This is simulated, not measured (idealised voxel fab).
Module name: voxel spacer lines (process module)
This is section cut - it's 225 nm across, gridded in 5 nm square cells.
Heads up, the way a cross-section reads in here is a grid of square cells, handed over as bands from the top down, with every band being one or more rows of cells.
Quick guide to a band line: top height, bottom height (nm) up front; then every material left to right with its width in nm. Only one material and it's marked "edge to edge"? Then it fills the band edge to edge. And "air" just means empty space.
A quick word on heights: they are counted from 0, and under that level the wafer as it came to us is one material throughout. The lowest band is different from the rest in having no bottom; it simply continues downward, written as in "z 0 and below".
A two-number width, for instance "30 to 40", indicates that the width is equal to the first number in the top row of the band and to the second number in the bottom row, and that it changes by a constant amount per row of cells.
The designation "nothing changed", where it is given for a processing step, indicates that no cell of the cross-section was altered in the course of that step.
Closed empty spaces (no open way to the top) of 8 cells or more are what "Encapsulated voids" lists, each as width x height at distance from the left edge, nm for all three.
Past the settings on a step's line: simulator remark, on that step.
overlay nm, on a step with a mask: how far to the right of its planned place the mask lay; to the left if negative

## Listed below are the process steps as planned
- 1: op RECEIVE | material Si
- 2: op CONFORMAL_DEP | material Al2O3 | thk nm 10
- 3: op DIRECTIONAL_DEP | material polySi | thk nm 15
- 4: op DIRECTIONAL_DEP | material aC | thk nm 30
- 5: op PATTERN | tone cover | mask id MANDREL | material resist | width nm 20 | pitch nm 60 | thk nm 35 | overlay nm 0
- 6: op DIRECTIONAL_ETCH | etch materials aC | depth nm 30
- 7: op STRIP | etch materials resist
- 8: op CONFORMAL_DEP | material SiO2 | thk nm 10
- 9: op DIRECTIONAL_ETCH | etch materials SiO2 | depth nm 10
- 10: op STRIP | etch materials aC
- 11: op DIRECTIONAL_ETCH | etch materials polySi | depth nm 15
- 12: op STRIP | etch materials SiO2

## Cross-section of the wafer at receipt, which is the condition after step 1
- z 0 and below  Si edge to edge
- Encapsulated voids: none

## Final wafer profile in cross-section after the module, from the same start and plan as above, with one mistake made during processing
- z 15 to 0  60 of air / 10 of polySi / 20 of air / 10 of polySi / 20 of air / 10 of polySi / 20 of air / 10 of polySi / 65 of air
- z 0 and below  Si edge to edge
- Encapsulated voids: none
The plan and the run diverged here: not run: step 2 of the plan (skipped)
